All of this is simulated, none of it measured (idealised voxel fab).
The document below concerns the process module designated voxel local oxidation.
It is cross-section cut that appears here, measuring 175 nm in width, its square cells being 5 nm in size.
A cross-section in this document is a grid of square cells, and it is written down as bands, the top band listed before the ones below it; a band is made up of one or more rows of cells.
Band: top height; bottom height; in nm. Then, left to right: material with width in nm, for each material. "edge to edge": a single material spanning edge to edge. "empty": empty space.
Below 0: as-received wafer, all one material; heights counted from there. Lowest band: no bottom, goes on down, written "0 down".
It should be noted that a width expressed as "30 to 40" varies in equal increments from row to row of cells within the band, taking the value of the first number at the top row and that of the second number at the bottom row.
Basically "no change occurred" means that step didn't change any cell in the cross-section.
"Closed voids list" contains a list of empty spaces, each no smaller than 8 cells and without an open way to the top, written in the form width x height at distance with the distance from the left edge and all three in nm.
Where a step's line continues beyond its settings, the continuation is a remark by the simulator itself on that step.
A step line may carry the setting "overlay nm", which, for steps involving a mask, states the distance by which the mask lay to the right of its intended position; negative values denote displacement to the left.
[Here's what the planned process steps look like]
1,RECEIVE | material Si
2,OXIDIZE | depth nm 5
3,CONFORMAL_DEP | material SiN | thk nm 15
4,PATTERN | tone cover | mask id ACTIVE | material resist | width nm 105 | thk nm 15 | overlay nm 0
5,DIRECTIONAL_ETCH | etch materials SiN | depth nm 15
6,STRIP | etch materials resist
7,SELECTIVE_ETCH | etch materials SiO2 | depth nm 5
8,OXIDIZE | depth nm 10
9,STRIP | etch materials SiN
[First out of two wafers; run went to plan]
[So this is the incoming wafer in cross-section - it's already been through step 1]
    0 down: Si edge to edge
    Closed voids list: none
[Cross-section of the wafer after step 2]
    0 to -5: SiO2 edge to edge
    Below -5, the layers are the same as they were.
[Cross-section of the wafer after step 3]
    15 to 0: SiN edge to edge
    Below 0, the layers are the same as they were.
[Cross-section of the wafer after step 4]
    30 to 15: empty: 35; resist: 105; empty: 35
    Below 15, the layers are the same as they were.
[Cross-section of the wafer after step 5]
    30 to 15: empty: 35; resist: 105; empty: 35
    15 to 0: empty: 35; SiN: 105; empty: 35
    Below 0, the layers are the same as they were.
[Cross-section of the wafer after step 6]
    15 to 0: empty: 35; SiN: 105; empty: 35
    Below 0, the layers are the same as they were.
[Cross-section of the wafer after step 7]
    15 to 0: empty: 35; SiN: 105; empty: 35
    0 to -5: empty: 40; SiO2: 95; empty: 40
    Below -5, the layers are the same as they were.
[Cross-section of the wafer after step 8]
    15 to 0: empty: 35; SiN: 105; empty: 35
    0 to -5: empty: 40; SiO2: 95; empty: 40
    -5 to -15: SiO2: 50; Si: 75; SiO2: 50
    Below -15, the layers are the same as they were.
[Cross-section of the wafer after step 9]
    0 to -5: empty: 40; SiO2: 95; empty: 40
    Below -5, the layers are the same as they were.
[Second wafer: same start and same plan as the first, one execution error; identical to the first through step 3]
[when step 4 should have ended]
    30 to 15: empty: 45; resist: 105; empty: 25
    Below 15, the layers are the same as they were.
[when step 5 should have ended]
    30 to 15: empty: 45; resist: 105; empty: 25
    15 to 0: empty: 45; SiN: 105; empty: 25
    Below 0, the layers are the same as they were.
[when step 6 should have ended]
    15 to 0: empty: 45; SiN: 105; empty: 25
    Below 0, the layers are the same as they were.
[when step 7 should have ended]
    15 to 0: empty: 45; SiN: 105; empty: 25
    0 to -5: empty: 50; SiO2: 95; empty: 30
    Below -5, the layers are the same as they were.
[when step 8 should have ended]
    15 to 0: empty: 45; SiN: 105; empty: 25
    0 to -5: empty: 50; SiO2: 95; empty: 30
    -5 to -15: SiO2: 60; Si: 75; SiO2: 40
    Below -15, the layers are the same as they were.
[when step 9 should have ended]
    0 to -5: empty: 50; SiO2: 95; empty: 30
    Below -5, the layers are the same as they were.
Which mistake was made when the wafer was run? in deviation from the planned setting, step 4 was conducted as PATTERN | tone cover | mask id ACTIVE | material resist | width nm 105 | thk nm 15 | overlay nm 10
In the final comparison it is observed that the number of cells assigned to each material is identical for the two wafers, whereas their placement is not.
